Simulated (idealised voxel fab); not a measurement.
process module | voxel self aligned contacts
cross-section cut | 235 nm wide | cells 5 nm
A cross-section is a grid of square cells, given in bands from the top down. A band is one or more rows of cells.
Each band's line starts with the height of the band's top and of its bottom, in nm. Then come its materials from left to right, each with its width in nm. One material with "throughout" fills the band from edge to edge. "air" is empty space.
Height 0 is the level under which the wafer as received is all one material. The lowest band goes on downwards, as in "0 down".
A width such as "30 to 40" changes by the same amount from each row of cells to the next, from the band's top row to its bottom row.
"no change" after a step means that no cell of the cross-section changed.
closed voids: empty space of 8 cells or more with no open way to the top, each as width x height at its distance from the left edge, in nm
after a step's settings: what the simulator itself notes on the step
overlay nm, on a step with a mask: how far to the right of its planned place the mask lay; to the left if negative
plan
1 op RECEIVE | material Si
2 op CONFORMAL_DEP | material SiO2 | thk nm 5
3 op DIRECTIONAL_DEP | material polySi | thk nm 25
4 op DIRECTIONAL_DEP | material SiN | thk nm 15
5 op PATTERN | tone cover | mask id GATE | material resist | width nm 25 | pitch nm 50 | thk nm 20 | overlay nm 0
6 op DIRECTIONAL_ETCH | etch materials SiN | depth nm 15
7 op DIRECTIONAL_ETCH | etch materials polySi | depth nm 30
8 op STRIP | etch materials resist
9 op CONFORMAL_DEP | material SiN | thk nm 5
10 op DIRECTIONAL_ETCH | etch materials SiN | depth nm 5
11 op FILL_DEP | material SiO2 | thk nm 15
12 op CMP | height nm 60
13 op PATTERN | tone open | mask id CONTACT | material resist | width nm 35 | pitch nm 50 | thk nm 15 | overlay nm 0
14 op DIRECTIONAL_ETCH | etch materials SiO2 | depth nm 60
15 op STRIP | etch materials resist
16 op CONFORMAL_DEP | material TiN | thk nm 5
17 op FILL_DEP | material Ru | thk nm 10
18 op CMP | height nm 60
19 op CONFORMAL_DEP | material SiCN | thk nm 5
varied across the wafers: thk nm of step 3. The plan shows the first wafer's value. All wafers start alike
first wafer as received, after step 1
  0 down: Si throughout
  closed voids: none
first wafer at the end, after step 19
  65 to 60: SiCN throughout
  60 to 50: SiO2 75 | TiN 5 | Ru 25 | TiN 5 | SiO2 15 | TiN 5 | Ru 25 | TiN 5 | SiO2 75
  50 to 45: SiO2 75 | TiN 15 | Ru 5 | TiN 15 | SiO2 15 | TiN 15 | Ru 5 | TiN 15 | SiO2 75
  45 to 30: SiO2 50 | SiN 35 | TiN 5 | Ru 5 | TiN 5 | SiN 35 | TiN 5 | Ru 5 | TiN 5 | SiN 35 | SiO2 50
  30 to 5: SiO2 50 | SiN 5 | polySi 25 | SiN 5 | TiN 5 | Ru 5 | TiN 5 | SiN 5 | polySi 25 | SiN 5 | TiN 5 | Ru 5 | TiN 5 | SiN 5 | polySi 25 | SiN 5 | SiO2 50
  5 to 0: SiO2 85 | TiN 15 | SiO2 35 | TiN 15 | SiO2 85
  0 down: Si throughout
  closed voids: none
last wafer at the end
  65 to 60: SiCN throughout
  60 to 50: SiO2 50 | SiN 35 | TiN 5 | Ru 5 | TiN 5 | SiN 35 | TiN 5 | Ru 5 | TiN 5 | SiN 35 | SiO2 50
  50 to 25: SiO2 50 | SiN 5 | polySi 25 | SiN 5 | TiN 5 | Ru 5 | TiN 5 | SiN 5 | polySi 25 | SiN 5 | TiN 5 | Ru 5 | TiN 5 | SiN 5 | polySi 25 | SiN 5 | SiO2 50
  25 to 20: SiO2 50 | SiN 5 | polySi 25 | SiN 5 | TiN 15 | SiN 5 | polySi 25 | SiN 5 | TiN 15 | SiN 5 | polySi 25 | SiN 5 | SiO2 50
  20 to 5: polySi throughout
  5 to 0: SiO2 throughout
  0 down: Si throughout
  closed voids: none
each wafer at the end: cells of each material gained (+) or lost (-) since it was received, then its closed voids
thk nm 25 | +38 Ru | +47 SiCN | +93 SiN | +300 SiO2 | +58 TiN | +75 polySi | closed voids: none
thk nm 30 | +30 Ru | +47 SiCN | +99 SiN | +287 SiO2 | +58 TiN | +90 polySi | closed voids: none
thk nm 35 | +18 Ru | +47 SiCN | +99 SiN | +260 SiO2 | +50 TiN | +137 polySi | closed voids: none
thk nm 40 | +16 Ru | +47 SiCN | +99 SiN | +227 SiO2 | +38 TiN | +184 polySi | closed voids: none
thk nm 45 | +14 Ru | +47 SiCN | +78 SiN | +207 SiO2 | +34 TiN | +231 polySi | closed voids: none
